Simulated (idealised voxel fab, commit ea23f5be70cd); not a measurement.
The name of this process module is voxel released beams.
The cross-section on display is named cut; it measures 295 nm wide, and its cells are 5 nm squares.
Cross-sections here: square-cell grids, written as top-down lists of bands, a band being one or more rows of cells.
Each band's line starts with the height of the band's top and of its bottom, in nm. Then come its materials from left to right, each with its width in nm. One material with "all across" fills the band from edge to edge. "air" is empty space.
It should be noted that heights are counted from 0, beneath which the wafer as supplied is of one material throughout, and that the lowest band possesses no lower boundary but continues downward, as written in "z 0 and below".
Width: "30..40" (first number = top row, second number = bottom row, same change from row to row of cells).
What does "stayed the same" mean for a step? It means no cell of the cross-section changed in that step.
Reported under the label "Cavities, sealed" are the empty spaces having no open way to the top and comprising 8 cells or more; the notation for each is width x height at distance, in which the distance is measured from the left edge and all three values are in nm.
That trailing text on a step's line, after the settings, is the simulator's own remark on the step.
Among the settings permitted on a step's line is "overlay nm"; applied to a step with a mask, it specifies the extent to which the mask lay to the right of its planned position, whereas a negative figure signifies a position to the left.

# Listed below are the process steps as planned
1) RECEIVE with material Si
2) CONFORMAL_DEP with material SiN, thk nm 5
3) DIRECTIONAL_DEP with material SiO2, thk nm 5
4) PATTERN with tone open, mask id ANCHOR, material resist, width nm 35, thk nm 15, overlay nm 0
5) DIRECTIONAL_ETCH with etch materials SiO2, depth nm 15
6) STRIP with etch materials resist
7) CONFORMAL_DEP with material polySi, thk nm 15
8) DIRECTIONAL_DEP with material aC, thk nm 15
9) PATTERN with tone cover, mask id BEAM, material resist, width nm 110, thk nm 35, overlay nm 0
10) DIRECTIONAL_ETCH with etch materials aC, depth nm 15
11) STRIP with etch materials resist
12) DIRECTIONAL_ETCH with etch materials polySi, depth nm 15
13) STRIP with etch materials aC
14) STRIP with etch materials SiO2
For clarity, it should be stated that the wafers under discussion commence in an identical condition and differ with respect to the thk nm of step 3, the plan indicating the value that the first wafer had.

# first wafer as received, after step 1
	z 0 and below = Si all across
	Cavities, sealed: none

# Here is the cross-section of the first of several wafers at the end of the module, after its last step, step 14
	z 25 to 20 = air 90 nm; polySi 20 nm; air 5 nm; polySi 85 nm; air 95 nm
	z 20 to 10 = air 90 nm; polySi 110 nm; air 95 nm
	z 10 to 5 = air 95 nm; polySi 35 nm; air 165 nm
	z 5 to 0 = SiN all across
	z 0 and below = Si all across
	Cavities, sealed: none

# Last wafer of the set, cross-sectioned at end of module
	z 5 to 0 = SiN all across
	z 0 and below = Si all across
	Cavities, sealed: none

# Heads up, this table goes wafer by wafer. A row tells you, at the end of the module, how many cells of each material that wafer has put on (+) or dropped (-) since it was received, and then its closed voids
thk nm 5, +59 SiN, +72 polySi, Cavities, sealed: none
thk nm 10, +59 SiN, +78 polySi, Cavities, sealed: none
thk nm 15, +59 SiN, +84 polySi, Cavities, sealed: none
thk nm 20, +59 SiN, Cavities, sealed: none
thk nm 25, +59 SiN, Cavities, sealed: none
thk nm 30, +59 SiN, Cavities, sealed: none
